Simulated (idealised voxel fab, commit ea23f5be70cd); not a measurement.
The name of this process module is voxel double patterning.
This is section cut - it's 160 nm across, gridded in 5 nm square cells.
Format of a cross-section: grid, square cells. Given as bands. Order: top down. Band: one or more rows of cells. Look at the band entry: it leads with the top's height and the bottom's height in nm. Then it lists the materials left to right, with a width in nm for each. The word "all across" on a single material says that material fills the band edge to edge. The word "air" is empty space. Counting heights begins at 0, where everything beneath is, in the wafer as received, one material. The lowest band has no bottom; it goes on downwards, as "0 -> down" shows. So if you see something like "30 to 40" for the width, read it as the top row of the band sitting at the first number and the bottom row at the second, with every row in between moving by the same amount as the last. Step note "nothing different" = no cross-section cell changed. Any empty space of 8 cells or more lacking an open way to the top shows up in "Enclosed void catalog" as width x height at distance, distance from the left edge, in nm. It should be noted that, on the line of a given step, the content following the step's settings is a remark produced by the simulator itself with respect to that step. overlay nm: step with mask; distance mask lay right of planned place; negative value = left of planned place.
# Listed below are the process steps as planned
- 1: RECEIVE,material Si
- 2: CONFORMAL_DEP,material SiO2,thk nm 10
- 3: DIRECTIONAL_DEP,material W,thk nm 10
- 4: DIRECTIONAL_DEP,material SiCN,thk nm 5
- 5: DIRECTIONAL_DEP,material aC,thk nm 15
- 6: PATTERN,tone open,mask id FIRST,material resist,width nm 15,pitch nm 50,thk nm 30,overlay nm 0
- 7: DIRECTIONAL_ETCH,etch materials aC,depth nm 15
- 8: STRIP,etch materials resist
- 9: DIRECTIONAL_ETCH,etch materials SiCN,depth nm 5
- 10: STRIP,etch materials aC
- 11: DIRECTIONAL_DEP,material aC,thk nm 10
- 12: PATTERN,tone open,mask id SECOND,material resist,width nm 15,pitch nm 50,thk nm 30,overlay nm 0
- 13: DIRECTIONAL_ETCH,etch materials aC,depth nm 10
- 14: STRIP,etch materials resist
- 15: DIRECTIONAL_ETCH,etch materials SiCN,depth nm 5
- 16: STRIP,etch materials aC
- 17: DIRECTIONAL_ETCH,etch materials W,depth nm 10
- 18: STRIP,etch materials SiCN
# The cross-section here shows the wafer as received, i.e. in its state after step 1
  0 -> down = Si all across
  Enclosed void catalog: none
# First of two wafers, end-of-module section, run followed plan
  20 -> 10 = 20 nm W | 15 nm air | 10 nm W | 15 nm air | 10 nm W | 15 nm air | 10 nm W | 15 nm air | 10 nm W | 15 nm air | 25 nm W
  10 -> 0 = SiO2 all across
  0 -> down = Si all across
  Enclosed void catalog: none
# What the second wafer looks like in cross-section once the module is done. Its start and its plan matched the first wafer's exactly; what differed was one mistake in how it was run
  20 -> 15 = 20 nm W | 15 nm air | 10 nm W | 15 nm air | 10 nm W | 15 nm air | 10 nm W | 15 nm air | 10 nm W | 15 nm air | 25 nm W
  15 -> 10 = W all across
  10 -> 0 = SiO2 all across
  0 -> down = Si all across
  Enclosed void catalog: none
Finding, execution versus plan: not per plan at step 17, really ran DIRECTIONAL_ETCH,etch materials W,depth nm 5
At the finish, the second wafer shows more or fewer cells for some materials than the first does: 15 more of W
